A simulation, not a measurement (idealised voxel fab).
Title: Process Module voxel gate over fins
Section cut is 260 nm wide and gridded with 5 nm square cells.
Just so we're on the same page, the cross-sections are grids of square cells, and they're listed out in bands top to bottom, each band one or more rows deep.
Per band: top height and bottom height in nm, followed by the left-to-right materials and their widths in nm; "throughout" marks a single material spanning edge to edge, "air" marks empty space.
It should be noted that heights are counted from 0, beneath which the wafer as supplied is of one material throughout, and that the lowest band possesses no lower boundary but continues downward, as written in "0 down".
Graded width ("30->40"): value in top row of band = first number; value in bottom row = second number; row-to-row change constant.
Reading "nothing got changed" for a step: not a cell of the cross-section changed in it.
"Sealed internal cavities" lists enclosed empty spaces (at least 8 cells, no open path upward to the top), each as width x height at distance from the left edge, in nm.
Heads up: the bit after the settings on a step's line is the simulator's remark on that step.
Each step line may optionally specify "overlay nm", which for a step with a mask gives the rightward distance between the mask's planned place and where it lay, a negative value indicating the leftward direction.

-- The process steps that were planned are listed below
1 RECEIVE: material Si
2 CONFORMAL_DEP: material SiN, thk nm 5
3 DIRECTIONAL_DEP: material aC, thk nm 15
4 PATTERN: tone cover, mask id FINS, material resist, width nm 15, pitch nm 40, thk nm 30, overlay nm 0
5 DIRECTIONAL_ETCH: etch materials aC, depth nm 15
6 STRIP: etch materials resist
7 DIRECTIONAL_ETCH: etch materials SiN, depth nm 5
8 DIRECTIONAL_ETCH: etch materials Si, depth nm 35
9 STRIP: etch materials aC
10 OXIDIZE: depth nm 5
11 FILL_DEP: material SiO2, thk nm 10
12 CMP: height nm 5
13 SELECTIVE_ETCH: etch materials SiO2, depth nm 15
14 STRIP: etch materials SiN
15 CONFORMAL_DEP: material HfO2, thk nm 5
16 CONFORMAL_DEP: material TiN, thk nm 5
17 FILL_DEP: material W, thk nm 15
18 CMP: height nm 20
19 CONFORMAL_DEP: material SiCN, thk nm 10

-- As-received state of the wafer in cross-section, equivalent to post-step 1
    0 down | Si throughout
    Sealed internal cavities: none

-- a wafer at the end: this start, this plan, one mistake
    30 to 20 | SiCN throughout
    20 to 10 | W throughout
    10 to 5 | 55 nm W | 25 nm TiN | 15 nm W | 25 nm TiN | 15 nm W | 25 nm TiN | 15 nm W | 25 nm TiN | 60 nm W
    5 to 0 | 55 nm W | 5 nm TiN | 15 nm HfO2 | 5 nm TiN | 15 nm W | 5 nm TiN | 15 nm HfO2 | 5 nm TiN | 15 nm W | 5 nm TiN | 15 nm HfO2 | 5 nm TiN | 15 nm W | 5 nm TiN | 15 nm HfO2 | 5 nm TiN | 60 nm W
    0 to -10 | 55 nm W | 5 nm TiN | 5 nm HfO2 | 5 nm Si | 5 nm HfO2 | 5 nm TiN | 15 nm W | 5 nm TiN | 5 nm HfO2 | 5 nm Si | 5 nm HfO2 | 5 nm TiN | 15 nm W | 5 nm TiN | 5 nm HfO2 | 5 nm Si | 5 nm HfO2 | 5 nm TiN | 15 nm W | 5 nm TiN | 5 nm HfO2 | 5 nm Si | 5 nm HfO2 | 5 nm TiN | 60 nm W
    -10 to -15 | 60 nm TiN | 5 nm HfO2 | 5 nm Si | 5 nm HfO2 | 25 nm TiN | 5 nm HfO2 | 5 nm Si | 5 nm HfO2 | 25 nm TiN | 5 nm HfO2 | 5 nm Si | 5 nm HfO2 | 25 nm TiN | 5 nm HfO2 | 5 nm Si | 5 nm HfO2 | 65 nm TiN
    -15 to -20 | 65 nm HfO2 | 5 nm Si | 35 nm HfO2 | 5 nm Si | 35 nm HfO2 | 5 nm Si | 35 nm HfO2 | 5 nm Si | 70 nm HfO2
    -20 to -40 | 65 nm SiO2 | 5 nm Si | 35 nm SiO2 | 5 nm Si | 35 nm SiO2 | 5 nm Si | 35 nm SiO2 | 5 nm Si | 70 nm SiO2
    -40 down | Si throughout
    Sealed internal cavities: none
Nonconformance to the process plan: step 13 did not use the planned setting and instead ran as SELECTIVE_ETCH: etch materials SiO2, depth nm 25
